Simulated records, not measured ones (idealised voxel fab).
Title: Process Module voxel double patterning
The cross-section shown here is cut; it is 205 nm wide and divided into square cells measuring 5 nm on a side.
Each cross-section below is a grid of square cells, stated as bands in top-down order, with one or more rows of cells making up each band.
The entry gives the band's vertical extent as a top height and a bottom height in nm, then its horizontal make-up as materials from left to right, each with a width in nm. "blank" stands for empty space; a single material marked "all across" fills the band edge to edge.
Zero point of the height axis is 0; under it, received wafer = one material. Lowest band: continues down indefinitely, "0 and below".
A width such as "30 to 40" changes by the same amount from each row of cells to the next, from the band's top row to its bottom row.
When a step is marked "all unchanged", none of the cells in the cross-section changed during that step.
This entry, "Sealed void listing", enumerates those empty regions of no fewer than 8 cells that possess no open connection to the top. Each region is reported in the form width x height at distance, the distance being taken from the left edge, with all three quantities expressed in nm.
Read whatever lies past the settings on a step's line as the simulator's own remark about the step.
The "overlay nm" setting may appear on a step's line; for a step that uses a mask, it gives how far to the right of its planned position the mask lay, and a negative value indicates the left.

THE PROCESS STEPS THAT WERE PLANNED ARE LISTED BELOW
step 1: RECEIVE [material Si]
step 2: CONFORMAL_DEP [material SiO2] [thk nm 10]
step 3: DIRECTIONAL_DEP [material TiN] [thk nm 10]
step 4: DIRECTIONAL_DEP [material SiN] [thk nm 5]
step 5: MASKED_ETCH [tone open] [mask id FIRST] [width nm 15] [pitch nm 50] [etch materials SiN] [depth nm 5] [overlay nm 0]
step 6: DIRECTIONAL_DEP [material aC] [thk nm 15]
step 7: PATTERN [tone open] [mask id SECOND] [material resist] [width nm 15] [pitch nm 50] [thk nm 30] [overlay nm 0]
step 8: DIRECTIONAL_ETCH [etch materials aC] [depth nm 15]
step 9: STRIP [etch materials resist]
step 10: DIRECTIONAL_ETCH [etch materials SiN] [depth nm 5]
step 11: STRIP [etch materials aC]
step 12: DIRECTIONAL_ETCH [etch materials TiN] [depth nm 10]
step 13: STRIP [etch materials SiN]

AS-RECEIVED STATE OF THE WAFER IN CROSS-SECTION, EQUIVALENT TO POST-STEP 1
> 0 and below = Si all across
> Sealed void listing: none

SAME STARTING WAFER, SAME PLAN AS ABOVE, ONE MISTAKE IN THE EXECUTION; THIS IS THE CROSS-SECTION AT THE END OF THE MODULE
> 20 down to 10 = 35 nm TiN / 15 nm blank / 20 nm TiN / 30 nm blank / 20 nm TiN / 30 nm blank / 55 nm TiN
> 10 down to 0 = SiO2 all across
> 0 and below = Si all across
> Sealed void listing: none
What went wrong in running the wafer? step 5 deviated from plan and actually ran as MASKED_ETCH [tone open] [mask id FIRST] [width nm 15] [pitch nm 50] [etch materials SiN] [depth nm 5] [overlay nm -10]
